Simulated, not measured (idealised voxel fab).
Name of the process module below: voxel wiring stack
The width of the displayed cross-section, cut, is 165 nm; its cells are square, with a size of 5 nm.
If you're reading a cross-section in this doc, picture square cells in a grid; it comes to you as bands, top ones listed first down to the bottom, and a band can be one or more rows of cells.
First you get the band's top height and its bottom height, in nm, and then the materials it's made of, left to right, with each width in nm. If you see a single material with "throughout", that one covers the band edge to edge. "empty" is empty space.
Note: height 0 marks the level under which the wafer is uniformly one material as received. Lowest band unbounded below, written "0 and below".
Width spec "30->40" -> top row of cells at first value, bottom row at second value, equal per-row change in between.
For the purposes of this document, the phrase "no change" attached to a step denotes that no cell within the cross-section was modified by that step.
Entry "Enclosed void list" = empty spaces >= 8 cells with no open way to the top; each as width x height at distance, distance from left edge, all nm.
On a step's line, text after the settings is the simulator commenting on that step.
Steps that use a mask can have "overlay nm" on their line. It says how far the mask sat to the right of where it was meant to be. Negative means to the left.

-- Steps in the process plan
1. RECEIVE [material Si]
2. CONFORMAL_DEP [material SiO2] [thk nm 15]
3. DIRECTIONAL_DEP [material TiN] [thk nm 5]
4. DIRECTIONAL_DEP [material W] [thk nm 20]
5. DIRECTIONAL_DEP [material aC] [thk nm 10]
6. PATTERN [tone cover] [mask id METAL_1] [material resist] [width nm 30] [pitch nm 45] [thk nm 30] [overlay nm 0]
7. DIRECTIONAL_ETCH [etch materials aC] [depth nm 10]
8. STRIP [etch materials resist]
9. DIRECTIONAL_ETCH [etch materials W] [depth nm 20]
10. DIRECTIONAL_ETCH [etch materials TiN] [depth nm 5]
11. STRIP [etch materials aC]
12. CONFORMAL_DEP [material SiN] [thk nm 5]
13. FILL_DEP [material lowk] [thk nm 5]
14. CMP [height nm 40]
15. CONFORMAL_DEP [material SiCN] [thk nm 5]
16. DIRECTIONAL_DEP [material SiO2] [thk nm 20]
17. DIRECTIONAL_DEP [material aC] [thk nm 10]
18. PATTERN [tone open] [mask id PLUG_1] [material resist] [width nm 15] [pitch nm 90] [thk nm 25] [overlay nm 0]
19. DIRECTIONAL_ETCH [etch materials aC] [depth nm 10]
20. STRIP [etch materials resist]
21. DIRECTIONAL_ETCH [etch materials SiO2] [depth nm 20]
22. DIRECTIONAL_ETCH [etch materials SiCN] [depth nm 5]
23. STRIP [etch materials aC]
24. EPI [material Ru] [thk nm 10]
25. EPI [material Ru] [thk nm 10]
26. EPI [material Ru] [thk nm 5]
27. DIRECTIONAL_DEP [material TiN] [thk nm 5]
28. DIRECTIONAL_DEP [material W] [thk nm 25]
29. DIRECTIONAL_DEP [material aC] [thk nm 10]
30. PATTERN [tone cover] [mask id METAL_2] [material resist] [width nm 30] [pitch nm 45] [thk nm 30] [overlay nm 0]
31. DIRECTIONAL_ETCH [etch materials aC] [depth nm 10]
32. STRIP [etch materials resist]
33. DIRECTIONAL_ETCH [etch materials W] [depth nm 25]
34. DIRECTIONAL_ETCH [etch materials TiN] [depth nm 5]
35. STRIP [etch materials aC]
36. CONFORMAL_DEP [material SiN] [thk nm 5]
37. FILL_DEP [material lowk] [thk nm 5]
38. CMP [height nm 95]
39. CONFORMAL_DEP [material SiCN] [thk nm 5]
40. DIRECTIONAL_DEP [material lowk] [thk nm 10]
41. MASKED_ETCH [tone open] [mask id PLUG_2] [width nm 15] [pitch nm 90] [etch materials lowk] [depth nm 10] [overlay nm 0]
42. MASKED_ETCH [tone open] [mask id PLUG_2] [width nm 15] [pitch nm 90] [etch materials SiCN] [depth nm 5] [overlay nm 0]
43. EPI [material Ru] [thk nm 10]
44. EPI [material Ru] [thk nm 5]
45. DIRECTIONAL_DEP [material TiN] [thk nm 5]
46. DIRECTIONAL_DEP [material W] [thk nm 15]
47. MASKED_ETCH [tone cover] [mask id METAL_3] [width nm 30] [pitch nm 45] [etch materials W] [depth nm 15] [overlay nm 0]
48. MASKED_ETCH [tone cover] [mask id METAL_3] [width nm 30] [pitch nm 45] [etch materials TiN] [depth nm 5] [overlay nm 0]
49. FILL_DEP [material SiO2] [thk nm 10]
50. CMP [height nm 130]
51. CONFORMAL_DEP [material SiCN] [thk nm 5]
52. DIRECTIONAL_DEP [material lowk] [thk nm 10]
53. PATTERN [tone open] [mask id PLUG_3] [material resist] [width nm 15] [pitch nm 45] [thk nm 20] [overlay nm 0]
54. DIRECTIONAL_ETCH [etch materials lowk] [depth nm 10]
55. DIRECTIONAL_ETCH [etch materials SiCN] [depth nm 5]
56. STRIP [etch materials resist]
57. CONFORMAL_DEP [material TiN] [thk nm 5]
58. FILL_DEP [material Cu] [thk nm 5]
59. CMP [height nm 145]
60. DIRECTIONAL_DEP [material TiN] [thk nm 5]
61. DIRECTIONAL_DEP [material W] [thk nm 20]
62. MASKED_ETCH [tone cover] [mask id METAL_4] [width nm 20] [pitch nm 45] [etch materials W] [depth nm 20] [overlay nm 0]
63. MASKED_ETCH [tone cover] [mask id METAL_4] [width nm 30] [pitch nm 45] [etch materials TiN] [depth nm 5] [overlay nm 0]
64. CONFORMAL_DEP [material SiCN] [thk nm 5]
65. FILL_DEP [material SiO2] [thk nm 10]
66. CMP [height nm 170]
67. CONFORMAL_DEP [material SiCN] [thk nm 5]
Every wafer here starts from the same state; it is the step 62 width nm that distinguishes them, and the value the plan gives belongs to the first wafer.

-- Cross-section, first of several wafers, as delivered after step 1
    0 and below = Si throughout
    Enclosed void list: none

-- At the end of the module, after its last step, step 67, the first of several wafers appears in cross-section as follows
    175 down to 170 = SiCN throughout
    170 down to 155 = SiO2 20  SiCN 5  W 20  SiCN 5  SiO2 15  SiCN 5  W 20  SiCN 5  SiO2 15  SiCN 5  W 20  SiCN 5  SiO2 25
    155 down to 150 = SiO2 15  SiCN 10  W 20  SiCN 10  SiO2 5  SiCN 10  W 20  SiCN 10  SiO2 5  SiCN 10  W 20  SiCN 10  SiO2 20
    150 down to 145 = SiCN 20  TiN 30  SiCN 15  TiN 30  SiCN 15  TiN 30  SiCN 25
    145 down to 135 = lowk 20  TiN 5  Cu 5  TiN 5  lowk 30  TiN 5  Cu 5  TiN 5  lowk 30  TiN 5  Cu 5  TiN 5  lowk 40
    135 down to 130 = SiCN 20  TiN 15  SiCN 30  TiN 15  SiCN 30  TiN 15  SiCN 40
    130 down to 115 = SiO2 20  W 30  SiO2 15  W 30  SiO2 15  W 30  SiO2 25
    115 down to 110 = SiO2 20  TiN 30  SiO2 15  TiN 30  SiO2 15  TiN 30  SiO2 25
    110 down to 100 = lowk 20  Ru 15  lowk 75  Ru 15  lowk 40
    100 down to 95 = SiCN 20  Ru 15  SiCN 75  Ru 15  SiCN 40
    95 down to 70 = lowk 15  SiN 5  W 30  SiN 5  lowk 5  SiN 5  W 30  SiN 5  lowk 5  SiN 5  W 30  SiN 5  lowk 20
    70 down to 65 = SiN 20  TiN 30  SiN 15  TiN 30  SiN 15  TiN 30  SiN 25
    65 down to 45 = SiO2 20  Ru 15  SiO2 75  Ru 15  SiO2 40
    45 down to 40 = SiCN 20  Ru 15  SiCN 75  Ru 15  SiCN 40
    40 down to 20 = lowk 15  SiN 5  W 30  SiN 5  lowk 5  SiN 5  W 30  SiN 5  lowk 5  SiN 5  W 30  SiN 5  lowk 20
    20 down to 15 = SiN 20  TiN 30  SiN 15  TiN 30  SiN 15  TiN 30  SiN 25
    15 down to 0 = SiO2 throughout
    0 and below = Si throughout
    Enclosed void list: none

-- The final wafer, sectioned at module end
    175 down to 170 = SiCN throughout
    170 down to 150 = SiO2 15  SiCN 5  W 30  SiCN 5  SiO2 5  SiCN 5  W 30  SiCN 5  SiO2 5  SiCN 5  W 30  SiCN 5  SiO2 20
    150 down to 145 = SiCN 20  TiN 30  SiCN 15  TiN 30  SiCN 15  TiN 30  SiCN 25
    145 down to 135 = lowk 20  TiN 5  Cu 5  TiN 5  lowk 30  TiN 5  Cu 5  TiN 5  lowk 30  TiN 5  Cu 5  TiN 5  lowk 40
    135 down to 130 = SiCN 20  TiN 15  SiCN 30  TiN 15  SiCN 30  TiN 15  SiCN 40
    130 down to 115 = SiO2 20  W 30  SiO2 15  W 30  SiO2 15  W 30  SiO2 25
    115 down to 110 = SiO2 20  TiN 30  SiO2 15  TiN 30  SiO2 15  TiN 30  SiO2 25
    110 down to 100 = lowk 20  Ru 15  lowk 75  Ru 15  lowk 40
    100 down to 95 = SiCN 20  Ru 15  SiCN 75  Ru 15  SiCN 40
    95 down to 70 = lowk 15  SiN 5  W 30  SiN 5  lowk 5  SiN 5  W 30  SiN 5  lowk 5  SiN 5  W 30  SiN 5  lowk 20
    70 down to 65 = SiN 20  TiN 30  SiN 15  TiN 30  SiN 15  TiN 30  SiN 25
    65 down to 45 = SiO2 20  Ru 15  SiO2 75  Ru 15  SiO2 40
    45 down to 40 = SiCN 20  Ru 15  SiCN 75  Ru 15  SiCN 40
    40 down to 20 = lowk 15  SiN 5  W 30  SiN 5  lowk 5  SiN 5  W 30  SiN 5  lowk 5  SiN 5  W 30  SiN 5  lowk 20
    20 down to 15 = SiN 20  TiN 30  SiN 15  TiN 30  SiN 15  TiN 30  SiN 25
    15 down to 0 = SiO2 throughout
    0 and below = Si throughout
    Enclosed void list: none

-- The rows of the table below are wafers. Looking at the end of the module, a row counts, for every material, the cells the wafer has gained, shown as (+), or lost, shown as (-), since it was received; its closed voids come next
width nm 20 | +6 Cu | +48 Ru | +156 SiCN | +84 SiN | +321 SiO2 | +93 TiN | +264 W | +183 lowk | Enclosed void list: none
width nm 25 | +6 Cu | +48 Ru | +153 SiCN | +84 SiN | +312 SiO2 | +93 TiN | +276 W | +183 lowk | Enclosed void list: none
width nm 30 | +6 Cu | +48 Ru | +150 SiCN | +84 SiN | +303 SiO2 | +93 TiN | +288 W | +183 lowk | Enclosed void list: none
